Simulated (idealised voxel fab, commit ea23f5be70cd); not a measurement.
Documented hereafter: the process module known as voxel quadruple lines.
The figure presents cross-section cut, which has a width of 275 nm and is divided into square cells with an edge length of 5 nm.
Each cross-section below is a grid of square cells, stated as bands in top-down order, with one or more rows of cells making up each band.
Band entry format. Leading values: height of top, height of bottom, nm. Remainder: materials in left-to-right order, each with its width in nm. Special words: "throughout" on a single material, which then fills the band edge to edge; "empty", empty space.
Height reference: 0 = level under which incoming wafer is all one material. Lowest band: no bottom, runs on downward, e.g. "0 down".
Quick explanation for "30 to 40": the width changes in equal steps down the rows of cells, from the first number in the band's top row to the second number in its bottom row.
Basically "nothing changed" means that step didn't change any cell in the cross-section.
Empty spaces counting at least 8 cells and having no open way to the top are listed in "Voids, fully enclosed". The notation width x height at distance is used for each, the distance being from the left edge and all three values in nm.
On a step's line, text after the settings is the simulator commenting on that step.
For masked steps, "overlay nm" on the step line gives how far right of plan the mask actually lay; a minus sign means it lay to the left.
Process steps - plan
1. RECEIVE,material Si
2. CONFORMAL_DEP,material SiO2,thk nm 5
3. DIRECTIONAL_DEP,material Ru,thk nm 15
4. DIRECTIONAL_DEP,material polySi,thk nm 20
5. DIRECTIONAL_DEP,material aC,thk nm 20
6. PATTERN,tone cover,mask id MANDREL,material resist,width nm 30,thk nm 30,overlay nm 0
7. DIRECTIONAL_ETCH,etch materials aC,depth nm 20
8. STRIP,etch materials resist
9. CONFORMAL_DEP,material SiO2,thk nm 10
10. DIRECTIONAL_ETCH,etch materials SiO2,depth nm 10
11. STRIP,etch materials aC
12. DIRECTIONAL_ETCH,etch materials polySi,depth nm 20
13. STRIP,etch materials SiO2
14. CONFORMAL_DEP,material SiN,thk nm 10
15. DIRECTIONAL_ETCH,etch materials SiN,depth nm 10
16. STRIP,etch materials polySi
17. DIRECTIONAL_ETCH,etch materials Ru,depth nm 15
18. STRIP,etch materials SiN
Cross-section, incoming material, after step 1
- 0 down = Si throughout
- Voids, fully enclosed: none
Starting wafer: above. Plan: above. Run: one mistake. Cross-section after the module: below
- 20 to 5 = 110 nm empty  10 nm Ru  10 nm empty  10 nm Ru  10 nm empty  10 nm Ru  115 nm empty
- 5 to 0 = SiO2 throughout
- 0 down = Si throughout
- Voids, fully enclosed: none
Error vs. plan: the process deviated at step 6: the operation and settings actually run there were PATTERN,tone open,mask id MANDREL,material resist,width nm 30,thk nm 30,overlay nm 0
